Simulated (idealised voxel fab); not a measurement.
This section sets out a process module, namely voxel self aligned vias.
Cross-section cut: width 225 nm, square cells of 5 nm.
Cross-section spec: square-cell grid; bands listed top down; each band is one or more rows.
It is stipulated that each band's entry specify, in nanometres, the height of the top of the band and then that of its bottom, followed by the materials of the band in left-to-right sequence, each together with its width in nanometres. A single material marked by the word "throughout" is understood to fill the band from edge to edge; the word "blank" is understood to denote empty space.
Ref level 0: as-received wafer is one material below here. Bottom band extends down with no lower bound ("top 0, no bottom").
Think of "30..40" as a width that walks from the first number to the second as you go down the band, top row to bottom row, taking equal-sized steps from row to row.
Where a step carries "nothing different", the cross-section came out of it unchanged, cell for cell.
Empty spaces without an open route to the top, at least 8 cells in extent, make up the entry "Sealed internal cavities"; each is given as width x height at distance, where the distance is measured from the left edge, and all are in nm.
Where a step's line continues beyond its settings, the continuation is a remark by the simulator itself on that step.
"overlay nm" on a masked step: distance the mask lay right of its planned place, negative for left.

## plan
1 RECEIVE with material Si
2 CONFORMAL_DEP with material SiO2, thk nm 10
3 CONFORMAL_DEP with material SiCN, thk nm 5
4 DIRECTIONAL_DEP with material lowk, thk nm 20
5 DIRECTIONAL_DEP with material aC, thk nm 10
6 PATTERN with tone open, mask id LINES, material resist, width nm 20, pitch nm 55, thk nm 25, overlay nm 0
7 DIRECTIONAL_ETCH with etch materials aC, depth nm 10
8 STRIP with etch materials resist
9 DIRECTIONAL_ETCH with etch materials lowk, depth nm 20
10 STRIP with etch materials aC
11 CONFORMAL_DEP with material TiN, thk nm 5
12 FILL_DEP with material Ru, thk nm 10
13 CMP with height nm 35
14 SELECTIVE_ETCH with etch materials W Ru TiN, depth nm 5
15 FILL_DEP with material SiN, thk nm 10
16 CMP with height nm 35
17 DIRECTIONAL_DEP with material lowk, thk nm 15
18 DIRECTIONAL_DEP with material aC, thk nm 10
19 PATTERN with tone open, mask id VIAS, material resist, width nm 40, pitch nm 110, thk nm 25, overlay nm 0
20 DIRECTIONAL_ETCH with etch materials aC, depth nm 10
21 STRIP with etch materials resist
22 DIRECTIONAL_ETCH with etch materials lowk, depth nm 15
23 DIRECTIONAL_ETCH with etch materials SiN, depth nm 5
24 STRIP with etch materials aC
25 CONFORMAL_DEP with material TiN, thk nm 5
26 FILL_DEP with material Ru, thk nm 10
27 CMP with height nm 50
28 CONFORMAL_DEP with material SiCN, thk nm 5

## The cross-section here shows the wafer as received, i.e. in its state after step 1
* top 0, no bottom | Si throughout
* Sealed internal cavities: none

## Cross-section at module end, one run error; start and plan unchanged from above
* top 55, bottom 50 | SiCN throughout
* top 50, bottom 40 | 30 nm lowk / 5 nm TiN / 40 nm Ru / 5 nm TiN / 60 nm lowk / 5 nm TiN / 40 nm Ru / 5 nm TiN / 35 nm lowk
* top 40, bottom 35 | 30 nm lowk / 20 nm TiN / 10 nm Ru / 20 nm TiN / 60 nm lowk / 20 nm TiN / 10 nm Ru / 20 nm TiN / 35 nm lowk
* top 35, bottom 30 | 45 nm lowk / 20 nm TiN / 35 nm lowk / 20 nm SiN / 35 nm lowk / 20 nm TiN / 50 nm lowk
* top 30, bottom 20 | 45 nm lowk / 5 nm TiN / 10 nm Ru / 5 nm TiN / 35 nm lowk / 5 nm TiN / 10 nm Ru / 5 nm TiN / 35 nm lowk / 5 nm TiN / 10 nm Ru / 5 nm TiN / 50 nm lowk
* top 20, bottom 15 | 45 nm lowk / 20 nm TiN / 35 nm lowk / 20 nm TiN / 35 nm lowk / 20 nm TiN / 50 nm lowk
* top 15, bottom 10 | SiCN throughout
* top 10, bottom 0 | SiO2 throughout
* top 0, no bottom | Si throughout
* Sealed internal cavities: none
What went wrong in running the wafer? not per plan at step 19, really ran PATTERN with tone open, mask id VIAS, material resist, width nm 50, pitch nm 110, thk nm 25, overlay nm 0
